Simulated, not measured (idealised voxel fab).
This is a process module. Its name is voxel self aligned vias.
cross-section cut | 190 nm wide | cells 5 nm
A cross-section is written here as square cells arranged in a grid, and it is given in bands from the top down, each band taking up one or more rows of cells.
Band: top and bottom heights (nm) first, top before bottom; then materials from left to right, widths in nm. "everywhere" marks a sole material filling the band edge to edge. "air" denotes empty space.
Zero point of the height axis is 0; under it, received wafer = one material. Lowest band: continues down indefinitely, "0 and below".
So if you see something like "30->40" for the width, read it as the top row of the band sitting at the first number and the bottom row at the second, with every row in between moving by the same amount as the last.
No cell of the cross-section changed in a step that is given as "left unchanged".
Empty spaces without an open route to the top, at least 8 cells in extent, make up the entry "Trapped void list"; each is given as width x height at distance, where the distance is measured from the left edge, and all are in nm.
On a step's line, text after the settings is the simulator commenting on that step.
overlay nm: for a step with a mask, the amount by which the mask lay right of where it was planned; a negative amount means left of it.
Each pair below shows a cross-section before one step and the cross-section after it, down to the lowest band that changed. The line under each pair gives the step between them, with its settings. The pairs can come from different runs of this module on the same starting wafer, so a pair continues from the pair above only where its "Before the step" says so.
# Before the step
  55 down to 40  SiO2: 30  air: 50  SiO2: 30  air: 50  SiO2: 30
  40 down to 35  SiN everywhere
  35 down to 30  SiO2: 40  SiN: 30  SiO2: 50  SiN: 30  SiO2: 40
  30 down to 15  SiO2: 40  TiN: 5  Ru: 20  TiN: 5  SiO2: 50  TiN: 5  Ru: 20  TiN: 5  SiO2: 40
  15 down to 10  SiO2: 40  TiN: 30  SiO2: 50  TiN: 30  SiO2: 40
  10 down to 5  SiCN everywhere
  5 down to 0  SiO2 everywhere
  0 and below  Si everywhere
  Trapped void list: none
# Sectional View, Post-Process
  55 down to 40  SiO2: 30  air: 50  SiO2: 30  air: 50  SiO2: 30
  40 down to 35  SiN: 30  air: 50  SiN: 30  air: 50  SiN: 30
  35 down to 30  SiO2: 40  air: 30  SiO2: 50  air: 30  SiO2: 40
  Everything below 30 is unchanged.
  Trapped void list: none
The cross-sections above show the structure before and after this step: MASKED_ETCH,tone open,mask id VIAS,width nm 50,pitch nm 80,etch materials SiN,depth nm 10,overlay nm 0
Before the step: Please consult the pair immediately above; the cross-section it shows after its step is the state before this step.
# Sectional View, Post-Process
  60 down to 55  TiN: 35  air: 40  TiN: 40  air: 40  TiN: 35
  55 down to 40  SiO2: 30  TiN: 5  air: 40  TiN: 5  SiO2: 30  TiN: 5  air: 40  TiN: 5  SiO2: 30
  40 down to 35  SiN: 30  TiN: 15  air: 20  TiN: 15  SiN: 30  TiN: 15  air: 20  TiN: 15  SiN: 30
  35 down to 30  SiO2: 40  TiN: 30  SiO2: 50  TiN: 30  SiO2: 40
  Everything below 30 is unchanged.
  Trapped void list: none
The cross-sections above show the structure before and after this step: CONFORMAL_DEP,material TiN,thk nm 5
Before the step: Please consult the pair immediately above; the cross-section it shows after its step is the state before this step.
# Sectional View, Post-Process
  70 down to 60  Cu everywhere
  60 down to 55  TiN: 35  Cu: 40  TiN: 40  Cu: 40  TiN: 35
  55 down to 40  SiO2: 30  TiN: 5  Cu: 40  TiN: 5  SiO2: 30  TiN: 5  Cu: 40  TiN: 5  SiO2: 30
  40 down to 35  SiN: 30  TiN: 15  Cu: 20  TiN: 15  SiN: 30  TiN: 15  Cu: 20  TiN: 15  SiN: 30
  Everything below 35 is unchanged.
  Trapped void list: none
The cross-sections above show the structure before and after this step: FILL_DEP,material Cu,thk nm 10
Before the step: Please consult the pair immediately above; the cross-section it shows after its step is the state before this step.
# Sectional View, Post-Process
  55 down to 40  SiO2: 30  TiN: 5  Cu: 40  TiN: 5  SiO2: 30  TiN: 5  Cu: 40  TiN: 5  SiO2: 30
  Everything below 40 is unchanged.
  Trapped void list: none
The cross-sections above show the structure before and after this step: CMP,height nm 55
Before the step: Please consult the pair immediately above; the cross-section it shows after its step is the state before this step.
# Sectional View, Post-Process
  60 down to 55  SiCN everywhere
  Everything below 55 is unchanged.
  Trapped void list: none
The cross-sections above show the structure before and after this step: CONFORMAL_DEP,material SiCN,thk nm 5
# Before the step
  55 down to 40  SiO2 everywhere
  40 down to 30  SiO2: 40  SiN: 30  SiO2: 50  SiN: 30  SiO2: 40
  30 down to 20  SiO2: 40  TiN: 5  Ru: 20  TiN: 5  SiO2: 50  TiN: 5  Ru: 20  TiN: 5  SiO2: 40
  20 down to 15  SiO2: 40  TiN: 30  SiO2: 50  TiN: 30  SiO2: 40
  15 down to 10  SiCN everywhere
  10 down to 0  SiO2 everywhere
  0 and below  Si everywhere
  Trapped void list: none
# Sectional View, Post-Process
  55 down to 40  SiO2: 35  air: 45  SiO2: 35  air: 45  SiO2: 30
  Everything below 40 is unchanged.
  Trapped void list: none
The cross-sections above show the structure before and after this step: MASKED_ETCH,tone open,mask id VIAS,width nm 45,pitch nm 80,etch materials SiO2,depth nm 15,overlay nm 0
Before the step: Please consult the pair immediately above; the cross-section it shows after its step is the state before this step.
# Sectional View, Post-Process
  55 down to 40  SiO2: 35  air: 45  SiO2: 35  air: 45  SiO2: 30
  40 down to 30  SiO2: 40  air: 30  SiO2: 50  air: 30  SiO2: 40
  Everything below 30 is unchanged.
  Trapped void list: none
The cross-sections above show the structure before and after this step: MASKED_ETCH,tone open,mask id VIAS,width nm 50,pitch nm 80,etch materials SiN,depth nm 10,overlay nm 0
Before the step: Please consult the pair immediately above; the cross-section it shows after its step is the state before this step.
# Sectional View, Post-Process
  60 down to 55  TiN: 40  air: 35  TiN: 45  air: 35  TiN: 35
  55 down to 45  SiO2: 35  TiN: 5  air: 35  TiN: 5  SiO2: 35  TiN: 5  air: 35  TiN: 5  SiO2: 30
  45 down to 35  SiO2: 35->40  TiN: 10->5  air: 20  TiN: 15->5  SiO2: 35->50  TiN: 10->5  air: 20  TiN: 15->5  SiO2: 30->40
  35 down to 30  SiO2: 40  TiN: 30  SiO2: 50  TiN: 30  SiO2: 40
  Everything below 30 is unchanged.
  Trapped void list: none
The cross-sections above show the structure before and after this step: CONFORMAL_DEP,material TiN,thk nm 5
Before the step: Please consult the pair immediately above; the cross-section it shows after its step is the state before this step.
# Sectional View, Post-Process
  70 down to 60  Cu everywhere
  60 down to 55  TiN: 40  Cu: 35  TiN: 45  Cu: 35  TiN: 35
  55 down to 45  SiO2: 35  TiN: 5  Cu: 35  TiN: 5  SiO2: 35  TiN: 5  Cu: 35  TiN: 5  SiO2: 30
  45 down to 35  SiO2: 35->40  TiN: 10->5  Cu: 20  TiN: 15->5  SiO2: 35->50  TiN: 10->5  Cu: 20  TiN: 15->5  SiO2: 30->40
  Everything below 35 is unchanged.
  Trapped void list: none
The cross-sections above show the structure before and after this step: FILL_DEP,material Cu,thk nm 10
Before the step: Please consult the pair immediately above; the cross-section it shows after its step is the state before this step.
# Sectional View, Post-Process
  55 down to 45  SiO2: 35  TiN: 5  Cu: 35  TiN: 5  SiO2: 35  TiN: 5  Cu: 35  TiN: 5  SiO2: 30
  Everything below 45 is unchanged.
  Trapped void list: none
The cross-sections above show the structure before and after this step: CMP,height nm 55
Before the step: Please consult the pair immediately above; the cross-section it shows after its step is the state before this step.
# Sectional View, Post-Process
  60 down to 55  SiCN everywhere
  Everything below 55 is unchanged.
  Trapped void list: none
The cross-sections above show the structure before and after this step: CONFORMAL_DEP,material SiCN,thk nm 5
# Before the step
  40 down to 15  SiO2 everywhere
  15 down to 10  SiCN everywhere
  10 down to 0  SiO2 everywhere
  0 and below  Si everywhere
  Trapped void list: none
# Sectional View, Post-Process
  60 down to 40  resist: 30  air: 30  resist: 50  air: 30  resist: 50
  Everything below 40 is unchanged.
  Trapped void list: none
The cross-sections above show the structure before and after this step: PATTERN,tone open,mask id LINES,material resist,width nm 30,pitch nm 80,thk nm 20,overlay nm -10
Before the step: Please consult the pair immediately above; the cross-section it shows after its step is the state before this step.
# Sectional View, Post-Process
  60 down to 40  resist: 30  air: 30  resist: 50  air: 30  resist: 50
  40 down to 15  SiO2: 30  air: 30  SiO2: 50  air: 30  SiO2: 50
  Everything below 15 is unchanged.
  Trapped void list: none
The cross-sections above show the structure before and after this step: DIRECTIONAL_ETCH,etch materials SiO2,depth nm 25
Before the step: Please consult the pair immediately above; the cross-section it shows after its step is the state before this step.
# Sectional View, Post-Process
  40 down to 15  SiO2: 30  air: 30  SiO2: 50  air: 30  SiO2: 50
  Everything below 15 is unchanged.
  Trapped void list: none
The cross-sections above show the structure before and after this step: STRIP,etch materials resist
Before the step: Please consult the pair immediately above; the cross-section it shows after its step is the state before this step.
# Sectional View, Post-Process
  45 down to 40  TiN: 35  air: 20  TiN: 60  air: 20  TiN: 55
  40 down to 20  SiO2: 30  TiN: 5  air: 20  TiN: 5  SiO2: 50  TiN: 5  air: 20  TiN: 5  SiO2: 50
  20 down to 15  SiO2: 30  TiN: 30  SiO2: 50  TiN: 30  SiO2: 50
  Everything below 15 is unchanged.
  Trapped void list: none
The cross-sections above show the structure before and after this step: CONFORMAL_DEP,material TiN,thk nm 5
Before the step: Please consult the pair immediately above; the cross-section it shows after its step is the state before this step.
# Sectional View, Post-Process
  55 down to 45  Ru everywhere
  45 down to 40  TiN: 35  Ru: 20  TiN: 60  Ru: 20  TiN: 55
  40 down to 20  SiO2: 30  TiN: 5  Ru: 20  TiN: 5  SiO2: 50  TiN: 5  Ru: 20  TiN: 5  SiO2: 50
  Everything below 20 is unchanged.
  Trapped void list: none
The cross-sections above show the structure before and after this step: FILL_DEP,material Ru,thk nm 10
Before the step: Please consult the pair immediately above; the cross-section it shows after its step is the state before this step.
# Sectional View, Post-Process
  40 down to 20  SiO2: 30  TiN: 5  Ru: 20  TiN: 5  SiO2: 50  TiN: 5  Ru: 20  TiN: 5  SiO2: 50
  Everything below 20 is unchanged.
  Trapped void list: none
The cross-sections above show the structure before and after this step: CMP,height nm 40
Before the step: Please consult the pair immediately above; the cross-section it shows after its step is the state before this step.
# Sectional View, Post-Process
  40 down to 30  SiO2: 30  air: 30  SiO2: 50  air: 30  SiO2: 50
  Everything below 30 is unchanged.
  Trapped void list: none
The cross-sections above show the structure before and after this step: SELECTIVE_ETCH,etch materials W Ru TiN,depth nm 10
Before the step: Please consult the pair immediately above; the cross-section it shows after its step is the state before this step.
# Sectional View, Post-Process
  50 down to 40  SiN everywhere
  40 down to 30  SiO2: 30  SiN: 30  SiO2: 50  SiN: 30  SiO2: 50
  Everything below 30 is unchanged.
  Trapped void list: none
The cross-sections above show the structure before and after this step: FILL_DEP,material SiN,thk nm 10
Before the step: Please consult the pair immediately above; the cross-section it shows after its step is the state before this step.
# Sectional View, Post-Process
  40 down to 30  SiO2: 30  SiN: 30  SiO2: 50  SiN: 30  SiO2: 50
  Everything below 30 is unchanged.
  Trapped void list: none
The cross-sections above show the structure before and after this step: CMP,height nm 40
Before the step: Please consult the pair immediately above; the cross-section it shows after its step is the state before this step.
# Sectional View, Post-Process
  55 down to 40  SiO2 everywhere
  Everything below 40 is unchanged.
  Trapped void list: none
The cross-sections above show the structure before and after this step: DIRECTIONAL_DEP,material SiO2,thk nm 15
Before the step: Please consult the pair immediately above; the cross-section it shows after its step is the state before this step.
# Sectional View, Post-Process
  55 down to 40  SiO2: 30  air: 50  SiO2: 30  air: 50  SiO2: 30
  Everything below 40 is unchanged.
  Trapped void list: none
The cross-sections above show the structure before and after this step: MASKED_ETCH,tone open,mask id VIAS,width nm 50,pitch nm 80,etch materials SiO2,depth nm 15,overlay nm 0
Before the step: Please consult the pair immediately above; the cross-section it shows after its step is the state before this step.
# Sectional View, Post-Process
  55 down to 40  SiO2: 30  air: 50  SiO2: 30  air: 50  SiO2: 30
  40 down to 30  SiO2: 30  air: 30  SiO2: 50  air: 30  SiO2: 50
  Everything below 30 is unchanged.
  Trapped void list: none
The cross-sections above show the structure before and after this step: MASKED_ETCH,tone open,mask id VIAS,width nm 50,pitch nm 80,etch materials SiN,depth nm 10,overlay nm 0
Before the step: Please consult the pair immediately above; the cross-section it shows after its step is the state before this step.
# Sectional View, Post-Process
  60 down to 55  TiN: 35  air: 40  TiN: 40  air: 40  TiN: 35
  55 down to 45  SiO2: 30  TiN: 5  air: 40  TiN: 5  SiO2: 30  TiN: 5  air: 40  TiN: 5  SiO2: 30
  45 down to 35  SiO2: 30  TiN: 5  air: 20  TiN: 25->5  SiO2: 30->50  TiN: 5  air: 20  TiN: 25->5  SiO2: 30->50
  35 down to 30  SiO2: 30  TiN: 30  SiO2: 50  TiN: 30  SiO2: 50
  Everything below 30 is unchanged.
  Trapped void list: none
The cross-sections above show the structure before and after this step: CONFORMAL_DEP,material TiN,thk nm 5
Before the step: Please consult the pair immediately above; the cross-section it shows after its step is the state before this step.
# Sectional View, Post-Process
  70 down to 60  Cu everywhere
  60 down to 55  TiN: 35  Cu: 40  TiN: 40  Cu: 40  TiN: 35
  55 down to 45  SiO2: 30  TiN: 5  Cu: 40  TiN: 5  SiO2: 30  TiN: 5  Cu: 40  TiN: 5  SiO2: 30
  45 down to 35  SiO2: 30  TiN: 5  Cu: 20  TiN: 25->5  SiO2: 30->50  TiN: 5  Cu: 20  TiN: 25->5  SiO2: 30->50
  Everything below 35 is unchanged.
  Trapped void list: none
The cross-sections above show the structure before and after this step: FILL_DEP,material Cu,thk nm 10
Before the step: Please consult the pair immediately above; the cross-section it shows after its step is the state before this step.
# Sectional View, Post-Process
  55 down to 45  SiO2: 30  TiN: 5  Cu: 40  TiN: 5  SiO2: 30  TiN: 5  Cu: 40  TiN: 5  SiO2: 30
  Everything below 45 is unchanged.
  Trapped void list: none
The cross-sections above show the structure before and after this step: CMP,height nm 55
Before the step: Please consult the pair immediately above; the cross-section it shows after its step is the state before this step.
# Sectional View, Post-Process
  60 down to 55  SiCN everywhere
  Everything below 55 is unchanged.
  Trapped void list: none
The cross-sections above show the structure before and after this step: CONFORMAL_DEP,material SiCN,thk nm 5
# Before the step
  55 down to 40  SiO2: 30  air: 50  SiO2: 30  air: 50  SiO2: 30
  40 down to 30  SiO2: 40  air: 30  SiO2: 50  air: 30  SiO2: 40
  30 down to 20  SiO2: 40  TiN: 5  Ru: 20  TiN: 5  SiO2: 50  TiN: 5  Ru: 20  TiN: 5  SiO2: 40
  20 down to 15  SiO2: 40  TiN: 30  SiO2: 50  TiN: 30  SiO2: 40
  15 down to 10  SiCN everywhere
  10 down to 0  SiO2 everywhere
  0 and below  Si everywhere
  Trapped void list: none
# Sectional View, Post-Process
  60 down to 55  SiCN: 35  air: 40  SiCN: 40  air: 40  SiCN: 35
  55 down to 45  SiO2: 30  SiCN: 5  air: 40  SiCN: 5  SiO2: 30  SiCN: 5  air: 40  SiCN: 5  SiO2: 30
  45 down to 35  SiO2: 30->40  SiCN: 15->5  air: 20  SiCN: 15->5  SiO2: 30->50  SiCN: 15->5  air: 20  SiCN: 15->5  SiO2: 30->40
  35 down to 30  SiO2: 40  SiCN: 30  SiO2: 50  SiCN: 30  SiO2: 40
  Everything below 30 is unchanged.
  Trapped void list: none
The cross-sections above show the structure before and after this step: CONFORMAL_DEP,material SiCN,thk nm 5
Before the step: Please consult the pair immediately above; the cross-section it shows after its step is the state before this step.
# Sectional View, Post-Process
  70 down to 60  Cu everywhere
  60 down to 55  SiCN: 35  Cu: 40  SiCN: 40  Cu: 40  SiCN: 35
  55 down to 45  SiO2: 30  SiCN: 5  Cu: 40  SiCN: 5  SiO2: 30  SiCN: 5  Cu: 40  SiCN: 5  SiO2: 30
  45 down to 35  SiO2: 30->40  SiCN: 15->5  Cu: 20  SiCN: 15->5  SiO2: 30->50  SiCN: 15->5  Cu: 20  SiCN: 15->5  SiO2: 30->40
  Everything below 35 is unchanged.
  Trapped void list: none
The cross-sections above show the structure before and after this step: FILL_DEP,material Cu,thk nm 10
Before the step: Please consult the pair immediately above; the cross-section it shows after its step is the state before this step.
# Sectional View, Post-Process
  55 down to 45  SiO2: 30  SiCN: 5  Cu: 40  SiCN: 5  SiO2: 30  SiCN: 5  Cu: 40  SiCN: 5  SiO2: 30
  Everything below 45 is unchanged.
  Trapped void list: none
The cross-sections above show the structure before and after this step: CMP,height nm 55
Before the step: Please consult the pair immediately above; the cross-section it shows after its step is the state before this step.
# Sectional View, Post-Process
  60 down to 55  SiCN everywhere
  Everything below 55 is unchanged.
  Trapped void list: none
The cross-sections above show the structure before and after this step: CONFORMAL_DEP,material SiCN,thk nm 5
# Before the step
  55 down to 40  SiO2 everywhere
  40 down to 30  SiO2: 40  SiN: 30  SiO2: 50  SiN: 30  SiO2: 40
  30 down to 20  SiO2: 40  TiN: 5  Ru: 20  TiN: 5  SiO2: 50  TiN: 5  Ru: 20  TiN: 5  SiO2: 40
  20 down to 15  SiO2: 40  TiN: 30  SiO2: 50  TiN: 30  SiO2: 40
  15 down to 10  SiCN everywhere
  10 down to 0  SiO2 everywhere
  0 and below  Si everywhere
  Trapped void list: none
# Sectional View, Post-Process
  55 down to 40  air: 30  SiO2: 50  air: 30  SiO2: 50  air: 30
  Everything below 40 is unchanged.
  Trapped void list: none
The cross-sections above show the structure before and after this step: MASKED_ETCH,tone cover,mask id VIAS,width nm 50,pitch nm 80,etch materials SiO2,depth nm 15,overlay nm 0
Before the step: Please consult the pair immediately above; the cross-section it shows after its step is the state before this step.
# Sectional View, Post-Process
  60 down to 55  air: 25  TiN: 60  air: 20  TiN: 60  air: 25
  55 down to 45  air: 25  TiN: 5  SiO2: 50  TiN: 5  air: 20  TiN: 5  SiO2: 50  TiN: 5  air: 25
  45 down to 40  TiN: 30  SiO2: 50  TiN: 30  SiO2: 50  TiN: 30
  Everything below 40 is unchanged.
  Trapped void list: none
The cross-sections above show the structure before and after this step: CONFORMAL_DEP,material TiN,thk nm 5
Before the step: Please consult the pair immediately above; the cross-section it shows after its step is the state before this step.
# Sectional View, Post-Process
  70 down to 60  Cu everywhere
  60 down to 55  Cu: 25  TiN: 60  Cu: 20  TiN: 60  Cu: 25
  55 down to 45  Cu: 25  TiN: 5  SiO2: 50  TiN: 5  Cu: 20  TiN: 5  SiO2: 50  TiN: 5  Cu: 25
  Everything below 45 is unchanged.
  Trapped void list: none
The cross-sections above show the structure before and after this step: FILL_DEP,material Cu,thk nm 10
Before the step: Please consult the pair immediately above; the cross-section it shows after its step is the state before this step.
# Sectional View, Post-Process
  55 down to 45  Cu: 25  TiN: 5  SiO2: 50  TiN: 5  Cu: 20  TiN: 5  SiO2: 50  TiN: 5  Cu: 25
  Everything below 45 is unchanged.
  Trapped void list: none
The cross-sections above show the structure before and after this step: CMP,height nm 55
Before the step: Please consult the pair immediately above; the cross-section it shows after its step is the state before this step.
# Sectional View, Post-Process
  60 down to 55  SiCN everywhere
  Everything below 55 is unchanged.
  Trapped void list: none
The cross-sections above show the structure before and after this step: CONFORMAL_DEP,material SiCN,thk nm 5
